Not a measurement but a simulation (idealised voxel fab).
The name of this process module is voxel gate over fins.
Square cell edge 5 nm, section width 280 nm, ID cut.
Notation: cross-section as square-cell grid; stated in bands, top first, going down; one or more cell rows per band.
Read a band's entry like this: the first values are the height of its top and the height of its bottom in nm, and what follows is the sequence of materials from left to right, each with its width in nm. Note that "blank" is empty space, and that a single material marked "edge to edge" reaches across the band from edge to edge.
Zero point of the height axis is 0; under it, received wafer = one material. Lowest band: continues down indefinitely, "0..down".
A width such as "30..40" changes by the same amount from each row of cells to the next, from the band's top row to its bottom row.
Take "nothing was modified" at face value: in the step it is given for, the cross-section changed in none of its cells.
Reported under the label "Closed cavity list" are the empty spaces having no open way to the top and comprising 8 cells or more; the notation for each is width x height at distance, in which the distance is measured from the left edge and all three values are in nm.
after a step's settings: what the simulator itself notes on the step
Among the settings permitted on a step's line is "overlay nm"; applied to a step with a mask, it specifies the extent to which the mask lay to the right of its planned position, whereas a negative figure signifies a position to the left.

### So here's the lineup of process steps we planned
1,RECEIVE (material Si)
2,CONFORMAL_DEP (material SiN; thk nm 10)
3,MASKED_ETCH (tone cover; mask id FINS; width nm 15; pitch nm 55; etch materials SiN; depth nm 10; overlay nm 0)
4,MASKED_ETCH (tone cover; mask id FINS; width nm 15; pitch nm 55; etch materials Si; depth nm 40; overlay nm 0)
5,FILL_DEP (material SiO2; thk nm 15)
6,CMP (height nm 10)
7,DIRECTIONAL_DEP (material aC; thk nm 10)
8,PATTERN (tone open; mask id RAIL; material resist; width nm 15; thk nm 25; overlay nm 0)
9,DIRECTIONAL_ETCH (etch materials aC; depth nm 10)
10,STRIP (etch materials resist)
11,DIRECTIONAL_ETCH (etch materials SiO2; depth nm 45)
12,STRIP (etch materials aC)
13,CONFORMAL_DEP (material TiN; thk nm 5)
14,FILL_DEP (material Ru; thk nm 5)
15,CMP (height nm 10)
16,SELECTIVE_ETCH (etch materials W Ru TiN; depth nm 30)
17,FILL_DEP (material SiO2; thk nm 5)
18,CMP (height nm 10)
19,SELECTIVE_ETCH (etch materials SiO2; depth nm 25)
20,STRIP (etch materials SiN)
21,CONFORMAL_DEP (material HfO2; thk nm 5)
22,CONFORMAL_DEP (material TiN; thk nm 5)
23,CONFORMAL_DEP (material TiAl; thk nm 5)
24,CONFORMAL_DEP (material TiN; thk nm 5)
25,FILL_DEP (material W; thk nm 15)
26,CMP (height nm 30)
27,CONFORMAL_DEP (material SiN; thk nm 10)

### Wafer, first of two, run as planned

### The cross-section here shows the wafer as received, i.e. in its state after step 1
    0..down  Si edge to edge
    Closed cavity list: none

### Cross-sectional representation of the wafer at the conclusion of step 2
    10..0  SiN edge to edge
    At heights below 0, the structure remains unaltered.

### Cross-sectional representation of the wafer at the conclusion of step 3
    10..0  blank: 50, SiN: 15, blank: 40, SiN: 15, blank: 40, SiN: 15, blank: 40, SiN: 15, blank: 50
    At heights below 0, the structure remains unaltered.

### Cross-sectional representation of the wafer at the conclusion of step 4
    10..0  blank: 50, SiN: 15, blank: 40, SiN: 15, blank: 40, SiN: 15, blank: 40, SiN: 15, blank: 50
    0..-40  blank: 50, Si: 15, blank: 40, Si: 15, blank: 40, Si: 15, blank: 40, Si: 15, blank: 50
    At heights below -40, the structure remains unaltered.

### Cross-sectional representation of the wafer at the conclusion of step 5
    25..10  SiO2 edge to edge
    10..0  SiO2: 50, SiN: 15, SiO2: 40, SiN: 15, SiO2: 40, SiN: 15, SiO2: 40, SiN: 15, SiO2: 50
    0..-40  SiO2: 50, Si: 15, SiO2: 40, Si: 15, SiO2: 40, Si: 15, SiO2: 40, Si: 15, SiO2: 50
    At heights below -40, the structure remains unaltered.

### Cross-sectional representation of the wafer at the conclusion of step 6
    10..0  SiO2: 50, SiN: 15, SiO2: 40, SiN: 15, SiO2: 40, SiN: 15, SiO2: 40, SiN: 15, SiO2: 50
    At heights below 0, the structure remains unaltered.

### Cross-sectional representation of the wafer at the conclusion of step 7
    20..10  aC edge to edge
    At heights below 10, the structure remains unaltered.

### Cross-sectional representation of the wafer at the conclusion of step 8
    45..20  resist: 75, blank: 15, resist: 190
    At heights below 20, the structure remains unaltered.

### Cross-sectional representation of the wafer at the conclusion of step 9
    35..20  resist: 75, blank: 15, resist: 190
    20..10  aC: 75, blank: 15, aC: 190
    At heights below 10, the structure remains unaltered.

### Cross-sectional representation of the wafer at the conclusion of step 10
    20..10  aC: 75, blank: 15, aC: 190
    At heights below 10, the structure remains unaltered.

### Cross-sectional representation of the wafer at the conclusion of step 11
    20..10  aC: 75, blank: 15, aC: 190
    10..0  SiO2: 50, SiN: 15, SiO2: 10, blank: 15, SiO2: 15, SiN: 15, SiO2: 40, SiN: 15, SiO2: 40, SiN: 15, SiO2: 50
    0..-35  SiO2: 50, Si: 15, SiO2: 10, blank: 15, SiO2: 15, Si: 15, SiO2: 40, Si: 15, SiO2: 40, Si: 15, SiO2: 50
    At heights below -35, the structure remains unaltered.

### Cross-sectional representation of the wafer at the conclusion of step 12
    10..0  SiO2: 50, SiN: 15, SiO2: 10, blank: 15, SiO2: 15, SiN: 15, SiO2: 40, SiN: 15, SiO2: 40, SiN: 15, SiO2: 50
    At heights below 0, the structure remains unaltered.

### Cross-sectional representation of the wafer at the conclusion of step 13
    15..10  TiN: 80, blank: 5, TiN: 195
    10..0  SiO2: 50, SiN: 15, SiO2: 10, TiN: 5, blank: 5, TiN: 5, SiO2: 15, SiN: 15, SiO2: 40, SiN: 15, SiO2: 40, SiN: 15, SiO2: 50
    0..-30  SiO2: 50, Si: 15, SiO2: 10, TiN: 5, blank: 5, TiN: 5, SiO2: 15, Si: 15, SiO2: 40, Si: 15, SiO2: 40, Si: 15, SiO2: 50
    -30..-35  SiO2: 50, Si: 15, SiO2: 10, TiN: 15, SiO2: 15, Si: 15, SiO2: 40, Si: 15, SiO2: 40, Si: 15, SiO2: 50
    At heights below -35, the structure remains unaltered.

### Cross-sectional representation of the wafer at the conclusion of step 14
    20..15  Ru edge to edge
    15..10  TiN: 80, Ru: 5, TiN: 195
    10..0  SiO2: 50, SiN: 15, SiO2: 10, TiN: 5, Ru: 5, TiN: 5, SiO2: 15, SiN: 15, SiO2: 40, SiN: 15, SiO2: 40, SiN: 15, SiO2: 50
    0..-30  SiO2: 50, Si: 15, SiO2: 10, TiN: 5, Ru: 5, TiN: 5, SiO2: 15, Si: 15, SiO2: 40, Si: 15, SiO2: 40, Si: 15, SiO2: 50
    At heights below -30, the structure remains unaltered.

### Cross-sectional representation of the wafer at the conclusion of step 15
    10..0  SiO2: 50, SiN: 15, SiO2: 10, TiN: 5, Ru: 5, TiN: 5, SiO2: 15, SiN: 15, SiO2: 40, SiN: 15, SiO2: 40, SiN: 15, SiO2: 50
    At heights below 0, the structure remains unaltered.

### Cross-sectional representation of the wafer at the conclusion of step 16
    10..0  SiO2: 50, SiN: 15, SiO2: 10, blank: 15, SiO2: 15, SiN: 15, SiO2: 40, SiN: 15, SiO2: 40, SiN: 15, SiO2: 50
    0..-20  SiO2: 50, Si: 15, SiO2: 10, blank: 15, SiO2: 15, Si: 15, SiO2: 40, Si: 15, SiO2: 40, Si: 15, SiO2: 50
    At heights below -20, the structure remains unaltered.

### Cross-sectional representation of the wafer at the conclusion of step 17
    15..10  SiO2 edge to edge
    10..0  SiO2: 50, SiN: 15, SiO2: 40, SiN: 15, SiO2: 40, SiN: 15, SiO2: 40, SiN: 15, SiO2: 50
    0..-20  SiO2: 50, Si: 15, SiO2: 40, Si: 15, SiO2: 40, Si: 15, SiO2: 40, Si: 15, SiO2: 50
    At heights below -20, the structure remains unaltered.

### Cross-sectional representation of the wafer at the conclusion of step 18
    10..0  SiO2: 50, SiN: 15, SiO2: 40, SiN: 15, SiO2: 40, SiN: 15, SiO2: 40, SiN: 15, SiO2: 50
    At heights below 0, the structure remains unaltered.

### Cross-sectional representation of the wafer at the conclusion of step 19
    10..0  blank: 50, SiN: 15, blank: 40, SiN: 15, blank: 40, SiN: 15, blank: 40, SiN: 15, blank: 50
    0..-15  blank: 50, Si: 15, blank: 40, Si: 15, blank: 40, Si: 15, blank: 40, Si: 15, blank: 50
    At heights below -15, the structure remains unaltered.

### Cross-sectional representation of the wafer at the conclusion of step 20
    0..-15  blank: 50, Si: 15, blank: 40, Si: 15, blank: 40, Si: 15, blank: 40, Si: 15, blank: 50
    At heights below -15, the structure remains unaltered.

### Cross-sectional representation of the wafer at the conclusion of step 21
    5..0  blank: 45, HfO2: 25, blank: 30, HfO2: 25, blank: 30, HfO2: 25, blank: 30, HfO2: 25, blank: 45
    0..-10  blank: 45, HfO2: 5, Si: 15, HfO2: 5, blank: 30, HfO2: 5, Si: 15, HfO2: 5, blank: 30, HfO2: 5, Si: 15, HfO2: 5, blank: 30, HfO2: 5, Si: 15, HfO2: 5, blank: 45
    -10..-15  HfO2: 50, Si: 15, HfO2: 40, Si: 15, HfO2: 40, Si: 15, HfO2: 40, Si: 15, HfO2: 50
    At heights below -15, the structure remains unaltered.

### Cross-sectional representation of the wafer at the conclusion of step 22
    10..5  blank: 40, TiN: 35, blank: 20, TiN: 35, blank: 20, TiN: 35, blank: 20, TiN: 35, blank: 40
    5..0  blank: 40, TiN: 5, HfO2: 25, TiN: 5, blank: 20, TiN: 5, HfO2: 25, TiN: 5, blank: 20, TiN: 5, HfO2: 25, TiN: 5, blank: 20, TiN: 5, HfO2: 25, TiN: 5, blank: 40
    0..-5  blank: 40, TiN: 5, HfO2: 5, Si: 15, HfO2: 5, TiN: 5, blank: 20, TiN: 5, HfO2: 5, Si: 15, HfO2: 5, TiN: 5, blank: 20, TiN: 5, HfO2: 5, Si: 15, HfO2: 5, TiN: 5, blank: 20, TiN: 5, HfO2: 5, Si: 15, HfO2: 5, TiN: 5, blank: 40
    -5..-10  TiN: 45, HfO2: 5, Si: 15, HfO2: 5, TiN: 30, HfO2: 5, Si: 15, HfO2: 5, TiN: 30, HfO2: 5, Si: 15, HfO2: 5, TiN: 30, HfO2: 5, Si: 15, HfO2: 5, TiN: 45
    At heights below -10, the structure remains unaltered.

### Cross-sectional representation of the wafer at the conclusion of step 23
    15..10  blank: 35, TiAl: 45, blank: 10, TiAl: 45, blank: 10, TiAl: 45, blank: 10, TiAl: 45, blank: 35
    10..5  blank: 35, TiAl: 5, TiN: 35, TiAl: 5, blank: 10, TiAl: 5, TiN: 35, TiAl: 5, blank: 10, TiAl: 5, TiN: 35, TiAl: 5, blank: 10, TiAl: 5, TiN: 35, TiAl: 5, blank: 35
    5..0  blank: 35, TiAl: 5, TiN: 5, HfO2: 25, TiN: 5, TiAl: 5, blank: 10, TiAl: 5, TiN: 5, HfO2: 25, TiN: 5, TiAl: 5, blank: 10, TiAl: 5, TiN: 5, HfO2: 25, TiN: 5, TiAl: 5, blank: 10, TiAl: 5, TiN: 5, HfO2: 25, TiN: 5, TiAl: 5, blank: 35
    0..-5  TiAl: 40, TiN: 5, HfO2: 5, Si: 15, HfO2: 5, TiN: 5, TiAl: 20, TiN: 5, HfO2: 5, Si: 15, HfO2: 5, TiN: 5, TiAl: 20, TiN: 5, HfO2: 5, Si: 15, HfO2: 5, TiN: 5, TiAl: 20, TiN: 5, HfO2: 5, Si: 15, HfO2: 5, TiN: 5, TiAl: 40
    At heights below -5, the structure remains unaltered.

### Cross-sectional representation of the wafer at the conclusion of step 24
    20..15  blank: 30, TiN: 220, blank: 30
    15..10  blank: 30, TiN: 5, TiAl: 45, TiN: 10, TiAl: 45, TiN: 10, TiAl: 45, TiN: 10, TiAl: 45, TiN: 5, blank: 30
    10..5  blank: 30, TiN: 5, TiAl: 5, TiN: 35, TiAl: 5, TiN: 10, TiAl: 5, TiN: 35, TiAl: 5, TiN: 10, TiAl: 5, TiN: 35, TiAl: 5, TiN: 10, TiAl: 5, TiN: 35, TiAl: 5, TiN: 5, blank: 30
    5..0  TiN: 35, TiAl: 5, TiN: 5, HfO2: 25, TiN: 5, TiAl: 5, TiN: 10, TiAl: 5, TiN: 5, HfO2: 25, TiN: 5, TiAl: 5, TiN: 10, TiAl: 5, TiN: 5, HfO2: 25, TiN: 5, TiAl: 5, TiN: 10, TiAl: 5, TiN: 5, HfO2: 25, TiN: 5, TiAl: 5, TiN: 35
    At heights below 0, the structure remains unaltered.

### Cross-sectional representation of the wafer at the conclusion of step 25
    35..20  W edge to edge
    20..15  W: 30, TiN: 220, W: 30
    15..10  W: 30, TiN: 5, TiAl: 45, TiN: 10, TiAl: 45, TiN: 10, TiAl: 45, TiN: 10, TiAl: 45, TiN: 5, W: 30
    10..5  W: 30, TiN: 5, TiAl: 5, TiN: 35, TiAl: 5, TiN: 10, TiAl: 5, TiN: 35, TiAl: 5, TiN: 10, TiAl: 5, TiN: 35, TiAl: 5, TiN: 10, TiAl: 5, TiN: 35, TiAl: 5, TiN: 5, W: 30
    At heights below 5, the structure remains unaltered.

### Cross-sectional representation of the wafer at the conclusion of step 26
    30..20  W edge to edge
    At heights below 20, the structure remains unaltered.

### Cross-sectional representation of the wafer at the conclusion of step 27
    40..30  SiN edge to edge
    At heights below 30, the structure remains unaltered.

### Second wafer. Start and plan as for the first. One mistake made in running. Agrees with the first up to and including step 22

### Second wafer cross-section, taken as of the time the plan sets for step 23 to be done
    15..5  blank: 35, TiN: 45, blank: 10, TiN: 45, blank: 10, TiN: 45, blank: 10, TiN: 45, blank: 35
    5..0  blank: 35, TiN: 10, HfO2: 25, TiN: 10, blank: 10, TiN: 10, HfO2: 25, TiN: 10, blank: 10, TiN: 10, HfO2: 25, TiN: 10, blank: 10, TiN: 10, HfO2: 25, TiN: 10, blank: 35
    0..-10  TiN: 45, HfO2: 5, Si: 15, HfO2: 5, TiN: 30, HfO2: 5, Si: 15, HfO2: 5, TiN: 30, HfO2: 5, Si: 15, HfO2: 5, TiN: 30, HfO2: 5, Si: 15, HfO2: 5, TiN: 45
    At heights below -10, the structure remains unaltered.

### Second wafer cross-section, taken as of the time the plan sets for step 24 to be done
    20..15  blank: 30, TiAl: 220, blank: 30
    15..5  blank: 30, TiAl: 5, TiN: 45, TiAl: 10, TiN: 45, TiAl: 10, TiN: 45, TiAl: 10, TiN: 45, TiAl: 5, blank: 30
    5..0  TiAl: 35, TiN: 10, HfO2: 25, TiN: 10, TiAl: 10, TiN: 10, HfO2: 25, TiN: 10, TiAl: 10, TiN: 10, HfO2: 25, TiN: 10, TiAl: 10, TiN: 10, HfO2: 25, TiN: 10, TiAl: 35
    At heights below 0, the structure remains unaltered.

### Second wafer cross-section, taken as of the time the plan sets for step 25 to be done
    35..20  W edge to edge
    20..15  W: 30, TiAl: 220, W: 30
    15..5  W: 30, TiAl: 5, TiN: 45, TiAl: 10, TiN: 45, TiAl: 10, TiN: 45, TiAl: 10, TiN: 45, TiAl: 5, W: 30
    At heights below 5, the structure remains unaltered.

### Second wafer cross-section, taken as of the time the plan sets for step 26 to be done
    30..20  W edge to edge
    At heights below 20, the structure remains unaltered.

### Second wafer cross-section, taken as of the time the plan sets for step 27 to be done
    40..30  SiN edge to edge
    At heights below 30, the structure remains unaltered.
Finding, execution versus plan: steps 23 and 24 were swapped
Comparing end states, the material composition by cell count is preserved from the first wafer to the second, while the locations of the cells are not.
